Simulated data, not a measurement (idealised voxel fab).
Process module in this document: voxel tone inversion
Square cell edge 5 nm, section width 210 nm, ID cut.
The cross-sections in this document take the form of a grid made of square cells. They are written out as bands, in order from top to bottom. Each band consists of one or more rows of cells. It is stipulated that each band's entry specify, in nanometres, the height of the top of the band and then that of its bottom, followed by the materials of the band in left-to-right sequence, each together with its width in nanometres. A single material marked by the word "full width" is understood to fill the band from edge to edge; the word "blank" is understood to denote empty space. Below 0: as-received wafer, all one material; heights counted from there. Lowest band: no bottom, goes on down, written "z 0 and below". A width such as "30..40" changes by the same amount from each row of cells to the next, from the band's top row to its bottom row. Take "no modification" at face value: in the step it is given for, the cross-section changed in none of its cells. "Enclosed voids" - sealed voids, min. 8 cells, no opening to top; format: width x height at distance (distance from left edge; nm throughout). On a step's line, text after the settings is the simulator commenting on that step. "overlay nm" answers the question of how far to the right of plan the mask lay on a step that has a mask, and when it is negative the answer is to the left.
Listed below are the process steps as planned
1,RECEIVE | material Si
2,CONFORMAL_DEP | material SiCN | thk nm 10
3,DIRECTIONAL_DEP | material polySi | thk nm 15
4,PATTERN | tone cover | mask id POSTS | material resist | width nm 15 | pitch nm 35 | thk nm 25 | overlay nm 0
5,DIRECTIONAL_ETCH | etch materials polySi | depth nm 15
6,STRIP | etch materials resist
7,FILL_DEP | material lowk | thk nm 10
8,CMP | height nm 25
9,STRIP | etch materials polySi
10,CONFORMAL_DEP | material TiN | thk nm 5
11,FILL_DEP | material W | thk nm 5
12,CMP | height nm 25
13,CONFORMAL_DEP | material SiCN | thk nm 5
Wafer at receipt (post step 1), cross-section
- z 0 and below | Si full width
- Enclosed voids: none
Here's the wafer cut in cross-section after the module, started and planned just like above, except one thing was done wrong in the run
- z 30 to 25 | SiCN full width
- z 25 to 15 | lowk full width
- z 15 to 0 | 80 nm lowk, 15 nm polySi, 20 nm lowk, 15 nm polySi, 80 nm lowk
- z 0 and below | Si full width
- Enclosed voids: none
The plan and the run diverged here: skipped: plan step 2 (never run)
